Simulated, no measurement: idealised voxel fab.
Process module name: voxel self aligned contacts
The cross-section shown here is cut; it is 240 nm wide and divided into square cells measuring 5 nm on a side.
Cross-section spec: square-cell grid; bands listed top down; each band is one or more rows.
This entry defines a band. It first specifies the height of the band's top and the height of its bottom in nm, and then specifies the band's materials from left to right, stating each material with its width in nm. The word "edge to edge" identifies a single material that fills the band from edge to edge, while the word "air" identifies empty space.
Height is counted from the level 0, under which the received wafer is composed throughout of one material. The lowest of the bands is not closed at the bottom but continues downward, in the notation "0 nm and below".
Think of "30->40" as a width that walks from the first number to the second as you go down the band, top row to bottom row, taking equal-sized steps from row to row.
Any step labelled "nothing was modified" changed none of the cells in the cross-section.
The entry "Trapped voids" lists the empty spaces that cover at least 8 cells and have no open path to the top. Each is written as width x height at distance, where the distance is measured from the left edge and all three values are in nm.
Heads up: the bit after the settings on a step's line is the simulator's remark on that step.
The optional step-line setting "overlay nm" applies to steps with a mask and quantifies how far to the right of its planned location the mask lay, a negative value indicating leftward placement.

plan
- 1: op RECEIVE | material Si
- 2: op OXIDIZE | depth nm 5
- 3: op DIRECTIONAL_DEP | material polySi | thk nm 30
- 4: op DIRECTIONAL_DEP | material SiN | thk nm 20
- 5: op PATTERN | tone cover | mask id GATE | material resist | width nm 35 | pitch nm 70 | thk nm 15 | overlay nm 0
- 6: op DIRECTIONAL_ETCH | etch materials SiN | depth nm 20
- 7: op DIRECTIONAL_ETCH | etch materials polySi | depth nm 30
- 8: op STRIP | etch materials resist
- 9: op CONFORMAL_DEP | material SiN | thk nm 10
- 10: op DIRECTIONAL_ETCH | etch materials SiN | depth nm 10
- 11: op FILL_DEP | material SiO2 | thk nm 15
- 12: op CMP | height nm 60
- 13: op DIRECTIONAL_DEP | material aC | thk nm 10
- 14: op PATTERN | tone open | mask id CONTACT | material resist | width nm 55 | pitch nm 70 | thk nm 30 | overlay nm 0
- 15: op DIRECTIONAL_ETCH | etch materials aC | depth nm 10
- 16: op STRIP | etch materials resist
- 17: op DIRECTIONAL_ETCH | etch materials SiO2 | depth nm 65
- 18: op STRIP | etch materials aC
- 19: op CONFORMAL_DEP | material TiN | thk nm 5
- 20: op FILL_DEP | material W | thk nm 5
- 21: op CMP | height nm 60
- 22: op CONFORMAL_DEP | material SiCN | thk nm 5

First out of two wafers; run went to plan

Received-state cross-section, reflecting completion of step 1
	0 nm and below = Si edge to edge
	Trapped voids: none

The following cross-section depicts the wafer upon completion of step 2
	0 nm to -5 nm = SiO2 edge to edge
	Everything below -5 is unchanged.

The following cross-section depicts the wafer upon completion of step 3
	30 nm to 0 nm = polySi edge to edge
	Everything below 0 is unchanged.

The following cross-section depicts the wafer upon completion of step 4
	50 nm to 30 nm = SiN edge to edge
	Everything below 30 is unchanged.

The following cross-section depicts the wafer upon completion of step 5
	65 nm to 50 nm = air 30 nm, then resist 35 nm, then air 35 nm, then resist 35 nm, then air 35 nm, then resist 35 nm, then air 35 nm
	Everything below 50 is unchanged.

The following cross-section depicts the wafer upon completion of step 6
	65 nm to 50 nm = air 30 nm, then resist 35 nm, then air 35 nm, then resist 35 nm, then air 35 nm, then resist 35 nm, then air 35 nm
	50 nm to 30 nm = air 30 nm, then SiN 35 nm, then air 35 nm, then SiN 35 nm, then air 35 nm, then SiN 35 nm, then air 35 nm
	Everything below 30 is unchanged.

The following cross-section depicts the wafer upon completion of step 7
	65 nm to 50 nm = air 30 nm, then resist 35 nm, then air 35 nm, then resist 35 nm, then air 35 nm, then resist 35 nm, then air 35 nm
	50 nm to 30 nm = air 30 nm, then SiN 35 nm, then air 35 nm, then SiN 35 nm, then air 35 nm, then SiN 35 nm, then air 35 nm
	30 nm to 0 nm = air 30 nm, then polySi 35 nm, then air 35 nm, then polySi 35 nm, then air 35 nm, then polySi 35 nm, then air 35 nm
	Everything below 0 is unchanged.

The following cross-section depicts the wafer upon completion of step 8
	50 nm to 30 nm = air 30 nm, then SiN 35 nm, then air 35 nm, then SiN 35 nm, then air 35 nm, then SiN 35 nm, then air 35 nm
	Everything below 30 is unchanged.

The following cross-section depicts the wafer upon completion of step 9
	60 nm to 30 nm = air 20 nm, then SiN 55 nm, then air 15 nm, then SiN 55 nm, then air 15 nm, then SiN 55 nm, then air 25 nm
	30 nm to 10 nm = air 20 nm, then SiN 10 nm, then polySi 35 nm, then SiN 10 nm, then air 15 nm, then SiN 10 nm, then polySi 35 nm, then SiN 10 nm, then air 15 nm, then SiN 10 nm, then polySi 35 nm, then SiN 10 nm, then air 25 nm
	10 nm to 0 nm = SiN 30 nm, then polySi 35 nm, then SiN 35 nm, then polySi 35 nm, then SiN 35 nm, then polySi 35 nm, then SiN 35 nm
	Everything below 0 is unchanged.

The following cross-section depicts the wafer upon completion of step 10
	50 nm to 30 nm = air 20 nm, then SiN 55 nm, then air 15 nm, then SiN 55 nm, then air 15 nm, then SiN 55 nm, then air 25 nm
	30 nm to 0 nm = air 20 nm, then SiN 10 nm, then polySi 35 nm, then SiN 10 nm, then air 15 nm, then SiN 10 nm, then polySi 35 nm, then SiN 10 nm, then air 15 nm, then SiN 10 nm, then polySi 35 nm, then SiN 10 nm, then air 25 nm
	Everything below 0 is unchanged.

The following cross-section depicts the wafer upon completion of step 11
	65 nm to 50 nm = SiO2 edge to edge
	50 nm to 30 nm = SiO2 20 nm, then SiN 55 nm, then SiO2 15 nm, then SiN 55 nm, then SiO2 15 nm, then SiN 55 nm, then SiO2 25 nm
	30 nm to 0 nm = SiO2 20 nm, then SiN 10 nm, then polySi 35 nm, then SiN 10 nm, then SiO2 15 nm, then SiN 10 nm, then polySi 35 nm, then SiN 10 nm, then SiO2 15 nm, then SiN 10 nm, then polySi 35 nm, then SiN 10 nm, then SiO2 25 nm
	Everything below 0 is unchanged.

The following cross-section depicts the wafer upon completion of step 12
	60 nm to 50 nm = SiO2 edge to edge
	Everything below 50 is unchanged.

The following cross-section depicts the wafer upon completion of step 13
	70 nm to 60 nm = aC edge to edge
	Everything below 60 is unchanged.

The following cross-section depicts the wafer upon completion of step 14
	100 nm to 70 nm = resist 55 nm, then air 55 nm, then resist 15 nm, then air 55 nm, then resist 60 nm
	Everything below 70 is unchanged.

The following cross-section depicts the wafer upon completion of step 15
	90 nm to 70 nm = resist 55 nm, then air 55 nm, then resist 15 nm, then air 55 nm, then resist 60 nm
	70 nm to 60 nm = aC 55 nm, then air 55 nm, then aC 15 nm, then air 55 nm, then aC 60 nm
	Everything below 60 is unchanged.

The following cross-section depicts the wafer upon completion of step 16
	70 nm to 60 nm = aC 55 nm, then air 55 nm, then aC 15 nm, then air 55 nm, then aC 60 nm
	Everything below 60 is unchanged.

The following cross-section depicts the wafer upon completion of step 17
	70 nm to 60 nm = aC 55 nm, then air 55 nm, then aC 15 nm, then air 55 nm, then aC 60 nm
	60 nm to 50 nm = SiO2 55 nm, then air 55 nm, then SiO2 15 nm, then air 55 nm, then SiO2 60 nm
	50 nm to 30 nm = SiO2 20 nm, then SiN 55 nm, then air 15 nm, then SiN 55 nm, then air 15 nm, then SiN 55 nm, then SiO2 25 nm
	30 nm to 0 nm = SiO2 20 nm, then SiN 10 nm, then polySi 35 nm, then SiN 10 nm, then air 15 nm, then SiN 10 nm, then polySi 35 nm, then SiN 10 nm, then air 15 nm, then SiN 10 nm, then polySi 35 nm, then SiN 10 nm, then SiO2 25 nm
	0 nm to -5 nm = SiO2 75 nm, then air 15 nm, then SiO2 55 nm, then air 15 nm, then SiO2 80 nm
	Everything below -5 is unchanged.

The following cross-section depicts the wafer upon completion of step 18
	60 nm to 50 nm = SiO2 55 nm, then air 55 nm, then SiO2 15 nm, then air 55 nm, then SiO2 60 nm
	Everything below 50 is unchanged.

The following cross-section depicts the wafer upon completion of step 19
	65 nm to 60 nm = TiN 60 nm, then air 45 nm, then TiN 25 nm, then air 45 nm, then TiN 65 nm
	60 nm to 50 nm = SiO2 55 nm, then TiN 5->25 nm, then air 45->5 nm, then TiN 5->25 nm, then SiO2 15 nm, then TiN 5->25 nm, then air 45->5 nm, then TiN 5->25 nm, then SiO2 60 nm
	50 nm to 30 nm = SiO2 20 nm, then SiN 55 nm, then TiN 5 nm, then air 5 nm, then TiN 5 nm, then SiN 55 nm, then TiN 5 nm, then air 5 nm, then TiN 5 nm, then SiN 55 nm, then SiO2 25 nm
	30 nm to 0 nm = SiO2 20 nm, then SiN 10 nm, then polySi 35 nm, then SiN 10 nm, then TiN 5 nm, then air 5 nm, then TiN 5 nm, then SiN 10 nm, then polySi 35 nm, then SiN 10 nm, then TiN 5 nm, then air 5 nm, then TiN 5 nm, then SiN 10 nm, then polySi 35 nm, then SiN 10 nm, then SiO2 25 nm
	0 nm to -5 nm = SiO2 75 nm, then TiN 15 nm, then SiO2 55 nm, then TiN 15 nm, then SiO2 80 nm
	Everything below -5 is unchanged.

The following cross-section depicts the wafer upon completion of step 20
	70 nm to 65 nm = W edge to edge
	65 nm to 60 nm = TiN 60 nm, then W 45 nm, then TiN 25 nm, then W 45 nm, then TiN 65 nm
	60 nm to 50 nm = SiO2 55 nm, then TiN 5->25 nm, then W 45->5 nm, then TiN 5->25 nm, then SiO2 15 nm, then TiN 5->25 nm, then W 45->5 nm, then TiN 5->25 nm, then SiO2 60 nm
	50 nm to 30 nm = SiO2 20 nm, then SiN 55 nm, then TiN 5 nm, then W 5 nm, then TiN 5 nm, then SiN 55 nm, then TiN 5 nm, then W 5 nm, then TiN 5 nm, then SiN 55 nm, then SiO2 25 nm
	30 nm to 0 nm = SiO2 20 nm, then SiN 10 nm, then polySi 35 nm, then SiN 10 nm, then TiN 5 nm, then W 5 nm, then TiN 5 nm, then SiN 10 nm, then polySi 35 nm, then SiN 10 nm, then TiN 5 nm, then W 5 nm, then TiN 5 nm, then SiN 10 nm, then polySi 35 nm, then SiN 10 nm, then SiO2 25 nm
	Everything below 0 is unchanged.

The following cross-section depicts the wafer upon completion of step 21
	60 nm to 50 nm = SiO2 55 nm, then TiN 5->25 nm, then W 45->5 nm, then TiN 5->25 nm, then SiO2 15 nm, then TiN 5->25 nm, then W 45->5 nm, then TiN 5->25 nm, then SiO2 60 nm
	Everything below 50 is unchanged.

The following cross-section depicts the wafer upon completion of step 22
	65 nm to 60 nm = SiCN edge to edge
	Everything below 60 is unchanged.

What follows concerns the second wafer, which started out like the first and was meant to follow the very same plan; one mistake crept in when it was run, but everything up to and including step 19 is the same as for the first wafer

Planned end of step 20: second wafer, cross-section
	70 nm to 65 nm = polySi edge to edge
	65 nm to 60 nm = TiN 60 nm, then polySi 45 nm, then TiN 25 nm, then polySi 45 nm, then TiN 65 nm
	60 nm to 50 nm = SiO2 55 nm, then TiN 5->25 nm, then polySi 45->5 nm, then TiN 5->25 nm, then SiO2 15 nm, then TiN 5->25 nm, then polySi 45->5 nm, then TiN 5->25 nm, then SiO2 60 nm
	50 nm to 30 nm = SiO2 20 nm, then SiN 55 nm, then TiN 5 nm, then polySi 5 nm, then TiN 5 nm, then SiN 55 nm, then TiN 5 nm, then polySi 5 nm, then TiN 5 nm, then SiN 55 nm, then SiO2 25 nm
	30 nm to 0 nm = SiO2 20 nm, then SiN 10 nm, then polySi 35 nm, then SiN 10 nm, then TiN 5 nm, then polySi 5 nm, then TiN 5 nm, then SiN 10 nm, then polySi 35 nm, then SiN 10 nm, then TiN 5 nm, then polySi 5 nm, then TiN 5 nm, then SiN 10 nm, then polySi 35 nm, then SiN 10 nm, then SiO2 25 nm
	Everything below 0 is unchanged.

Planned end of step 21: second wafer, cross-section
	60 nm to 50 nm = SiO2 55 nm, then TiN 5->25 nm, then polySi 45->5 nm, then TiN 5->25 nm, then SiO2 15 nm, then TiN 5->25 nm, then polySi 45->5 nm, then TiN 5->25 nm, then SiO2 60 nm
	Everything below 50 is unchanged.

Planned end of step 22: second wafer, cross-section
	65 nm to 60 nm = SiCN edge to edge
	Everything below 60 is unchanged.
Misprocessing identified: step 20 changed vs plan, executed as op FILL_DEP | material polySi | thk nm 5
Final difference in cells, second wafer against first, listed per material as more or fewer: 40 fewer of W; 40 more of polySi
